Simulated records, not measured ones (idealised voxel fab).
The process module presented herein is designated voxel gate over fins.
The cross-section on display is named cut; it measures 195 nm wide, and its cells are 5 nm squares.
Cross-section = grid of square cells, listed top down in bands; band = one or more rows. Top, bottom (nm), then materials left to right with widths (nm); lone material tagged "throughout" fills the whole band edge to edge; "air" = empty space. Height datum 0, below which the as-received substrate wafer is one material. Lowest band open at the bottom, running downward: "0 -> down". Per-row width for "30 to 40": begins at first number (top row of band), ends at second number (bottom row), increment between rows held constant. "remained unchanged" for a step: no cell of the cross-section changed in that step. "Internal closed voids": sealed empty spaces, 8 cells or more, no open way to top, listed width x height at distance, with distance from the left edge and width, height and distance in nm. If you see something after the settings on a step's line, that's the simulator's own remark about that step. The optional step-line setting "overlay nm" applies to steps with a mask and quantifies how far to the right of its planned location the mask lay, a negative value indicating leftward placement.
List of planned process steps
1,RECEIVE with material Si
2,CONFORMAL_DEP with material SiN, thk nm 10
3,PATTERN with tone cover, mask id FINS, material resist, width nm 15, pitch nm 40, thk nm 15, overlay nm 0
4,DIRECTIONAL_ETCH with etch materials SiN, depth nm 10
5,DIRECTIONAL_ETCH with etch materials Si, depth nm 30
6,STRIP with etch materials resist
7,OXIDIZE with depth nm 5
8,FILL_DEP with material SiO2, thk nm 5
9,CMP with height nm 10
10,SELECTIVE_ETCH with etch materials SiO2, depth nm 25
11,STRIP with etch materials SiN
12,CONFORMAL_DEP with material HfO2, thk nm 5
13,CONFORMAL_DEP with material TiN, thk nm 5
14,CONFORMAL_DEP with material TiAl, thk nm 5
15,CONFORMAL_DEP with material TiN, thk nm 5
16,FILL_DEP with material W, thk nm 15
17,CMP with height nm 30
18,CONFORMAL_DEP with material SiCN, thk nm 5
Account of the first of two wafers, which was processed as intended
As-received wafer cross-section (after step 1)
  0 -> down: Si throughout
  Internal closed voids: none
Wafer section view after processing step 2
  10 -> 0: SiN throughout
  Below 0 it's all the same as before, nothing changed down there.
Wafer section view after processing step 3
  25 -> 10: 70 of air, 15 of resist, 25 of air, 15 of resist, 70 of air
  Below 10 it's all the same as before, nothing changed down there.
Wafer section view after processing step 4
  25 -> 10: 70 of air, 15 of resist, 25 of air, 15 of resist, 70 of air
  10 -> 0: 70 of air, 15 of SiN, 25 of air, 15 of SiN, 70 of air
  Below 0 it's all the same as before, nothing changed down there.
Wafer section view after processing step 5
  25 -> 10: 70 of air, 15 of resist, 25 of air, 15 of resist, 70 of air
  10 -> 0: 70 of air, 15 of SiN, 25 of air, 15 of SiN, 70 of air
  0 -> -30: 70 of air, 15 of Si, 25 of air, 15 of Si, 70 of air
  Below -30 it's all the same as before, nothing changed down there.
Wafer section view after processing step 6
  10 -> 0: 70 of air, 15 of SiN, 25 of air, 15 of SiN, 70 of air
  Below 0 it's all the same as before, nothing changed down there.
Wafer section view after processing step 7
  10 -> 0: 70 of air, 15 of SiN, 25 of air, 15 of SiN, 70 of air
  0 -> -30: 70 of air, 5 of SiO2, 5 of Si, 5 of SiO2, 25 of air, 5 of SiO2, 5 of Si, 5 of SiO2, 70 of air
  -30 -> -35: 75 of SiO2, 5 of Si, 35 of SiO2, 5 of Si, 75 of SiO2
  Below -35 it's all the same as before, nothing changed down there.
Wafer section view after processing step 8
  15 -> 10: SiO2 throughout
  10 -> 0: 70 of SiO2, 15 of SiN, 25 of SiO2, 15 of SiN, 70 of SiO2
  0 -> -35: 75 of SiO2, 5 of Si, 35 of SiO2, 5 of Si, 75 of SiO2
  Below -35 it's all the same as before, nothing changed down there.
Wafer section view after processing step 9
  10 -> 0: 70 of SiO2, 15 of SiN, 25 of SiO2, 15 of SiN, 70 of SiO2
  Below 0 it's all the same as before, nothing changed down there.
Wafer section view after processing step 10
  10 -> 0: 70 of air, 15 of SiN, 25 of air, 15 of SiN, 70 of air
  0 -> -15: 75 of air, 5 of Si, 35 of air, 5 of Si, 75 of air
  Below -15 it's all the same as before, nothing changed down there.
Wafer section view after processing step 11
  0 -> -15: 75 of air, 5 of Si, 35 of air, 5 of Si, 75 of air
  Below -15 it's all the same as before, nothing changed down there.
Wafer section view after processing step 12
  5 -> 0: 70 of air, 15 of HfO2, 25 of air, 15 of HfO2, 70 of air
  0 -> -10: 70 of air, 5 of HfO2, 5 of Si, 5 of HfO2, 25 of air, 5 of HfO2, 5 of Si, 5 of HfO2, 70 of air
  -10 -> -15: 75 of HfO2, 5 of Si, 35 of HfO2, 5 of Si, 75 of HfO2
  Below -15 it's all the same as before, nothing changed down there.
Wafer section view after processing step 13
  10 -> 5: 65 of air, 25 of TiN, 15 of air, 25 of TiN, 65 of air
  5 -> 0: 65 of air, 5 of TiN, 15 of HfO2, 5 of TiN, 15 of air, 5 of TiN, 15 of HfO2, 5 of TiN, 65 of air
  0 -> -5: 65 of air, 5 of TiN, 5 of HfO2, 5 of Si, 5 of HfO2, 5 of TiN, 15 of air, 5 of TiN, 5 of HfO2, 5 of Si, 5 of HfO2, 5 of TiN, 65 of air
  -5 -> -10: 70 of TiN, 5 of HfO2, 5 of Si, 5 of HfO2, 25 of TiN, 5 of HfO2, 5 of Si, 5 of HfO2, 70 of TiN
  Below -10 it's all the same as before, nothing changed down there.
Wafer section view after processing step 14
  15 -> 10: 60 of air, 35 of TiAl, 5 of air, 35 of TiAl, 60 of air
  10 -> 5: 60 of air, 5 of TiAl, 25 of TiN, 5 of TiAl, 5 of air, 5 of TiAl, 25 of TiN, 5 of TiAl, 60 of air
  5 -> 0: 60 of air, 5 of TiAl, 5 of TiN, 15 of HfO2, 5 of TiN, 5 of TiAl, 5 of air, 5 of TiAl, 5 of TiN, 15 of HfO2, 5 of TiN, 5 of TiAl, 60 of air
  0 -> -5: 65 of TiAl, 5 of TiN, 5 of HfO2, 5 of Si, 5 of HfO2, 5 of TiN, 15 of TiAl, 5 of TiN, 5 of HfO2, 5 of Si, 5 of HfO2, 5 of TiN, 65 of TiAl
  Below -5 it's all the same as before, nothing changed down there.
Wafer section view after processing step 15
  20 -> 15: 55 of air, 85 of TiN, 55 of air
  15 -> 10: 55 of air, 5 of TiN, 35 of TiAl, 5 of TiN, 35 of TiAl, 5 of TiN, 55 of air
  10 -> 5: 55 of air, 5 of TiN, 5 of TiAl, 25 of TiN, 5 of TiAl, 5 of TiN, 5 of TiAl, 25 of TiN, 5 of TiAl, 5 of TiN, 55 of air
  5 -> 0: 60 of TiN, 5 of TiAl, 5 of TiN, 15 of HfO2, 5 of TiN, 5 of TiAl, 5 of TiN, 5 of TiAl, 5 of TiN, 15 of HfO2, 5 of TiN, 5 of TiAl, 60 of TiN
  Below 0 it's all the same as before, nothing changed down there.
Wafer section view after processing step 16
  35 -> 20: W throughout
  20 -> 15: 55 of W, 85 of TiN, 55 of W
  15 -> 10: 55 of W, 5 of TiN, 35 of TiAl, 5 of TiN, 35 of TiAl, 5 of TiN, 55 of W
  10 -> 5: 55 of W, 5 of TiN, 5 of TiAl, 25 of TiN, 5 of TiAl, 5 of TiN, 5 of TiAl, 25 of TiN, 5 of TiAl, 5 of TiN, 55 of W
  Below 5 it's all the same as before, nothing changed down there.
Wafer section view after processing step 17
  30 -> 20: W throughout
  Below 20 it's all the same as before, nothing changed down there.
Wafer section view after processing step 18
  35 -> 30: SiCN throughout
  Below 30 it's all the same as before, nothing changed down there.
Wafer two: like wafer one in start and plan, but with one mistake in execution; identical up to and including step 16
when step 17 should have ended
  25 -> 20: W throughout
  Below 20 it's all the same as before, nothing changed down there.
when step 18 should have ended
  30 -> 25: SiCN throughout
  Below 25 it's all the same as before, nothing changed down there.
What was the processing mistake? step 17 went in with a setting other than planned; the actual run was CMP with height nm 25
Final tally in cells, some materials are higher or lower on the second wafer than on the first: W: 39 fewer
